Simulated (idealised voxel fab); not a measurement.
Proc. module: voxel double patterning
Shown is cross-section cut, with a width of 245 nm and square cells of size 5 nm.
The cross-sections in this document take the form of a grid made of square cells. They are written out as bands, in order from top to bottom. Each band consists of one or more rows of cells.
It is stipulated that each band's entry specify, in nanometres, the height of the top of the band and then that of its bottom, followed by the materials of the band in left-to-right sequence, each together with its width in nanometres. A single material marked by the word "all across" is understood to fill the band from edge to edge; the word "empty" is understood to denote empty space.
We count height from 0. Below that, the starting wafer is all one material. The lowest band never ends at the bottom but goes on down; see "0 nm and below" for how that is written.
With a width like "30 to 40", each row of cells in the band differs from the next by the same amount, the top row carrying the first number and the bottom row the second.
You'll sometimes find "changes: none" written for a step, and that's the way of saying that nowhere in the cross-section did a cell change during that step.
The list in "Fully sealed voids" covers empty spaces of 8 cells or more that cannot reach the top through any open way, and it gives each as width x height at distance; the distance is from the left edge, and width, height and distance are in nm.
On each step's line, the part that comes after the settings is the simulator's own comment on the step.
overlay nm, on a step with a mask: how far to the right of its planned place the mask lay; to the left if negative

## The process steps that were planned are listed below
- 1: RECEIVE with material Si
- 2: CONFORMAL_DEP with material SiO2, thk nm 10
- 3: DIRECTIONAL_DEP with material W, thk nm 10
- 4: DIRECTIONAL_DEP with material SiN, thk nm 10
- 5: DIRECTIONAL_DEP with material aC, thk nm 10
- 6: PATTERN with tone open, mask id FIRST, material resist, width nm 15, pitch nm 50, thk nm 25, overlay nm 0
- 7: DIRECTIONAL_ETCH with etch materials aC, depth nm 10
- 8: STRIP with etch materials resist
- 9: DIRECTIONAL_ETCH with etch materials SiN, depth nm 10
- 10: STRIP with etch materials aC
- 11: MASKED_ETCH with tone open, mask id SECOND, width nm 15, etch materials SiN, depth nm 10, overlay nm 0
- 12: DIRECTIONAL_ETCH with etch materials W, depth nm 10
- 13: STRIP with etch materials SiN

## Cross-section of the wafer at receipt, which is the condition after step 1
0 nm and below  Si all across
Fully sealed voids: none

## Cross-section, first of two wafers, end of module, run as planned
20 nm to 10 nm  90 nm W | 15 nm empty | 10 nm W | 15 nm empty | 10 nm W | 15 nm empty | 90 nm W
10 nm to 0 nm  SiO2 all across
0 nm and below  Si all across
Fully sealed voids: none

## second wafer at the end: like start, like plan, one mistake
15 nm to 5 nm  90 nm W | 15 nm empty | 10 nm W | 15 nm empty | 10 nm W | 15 nm empty | 90 nm W
5 nm to 0 nm  SiO2 all across
0 nm and below  Si all across
Fully sealed voids: none
Plan not followed: in deviation from the planned setting, step 2 was conducted as CONFORMAL_DEP with material SiO2, thk nm 5
It is noted that, at the conclusion of processing, the second wafer exhibits a higher or lower cell count for certain materials relative to the first: SiO2: 49 fewer
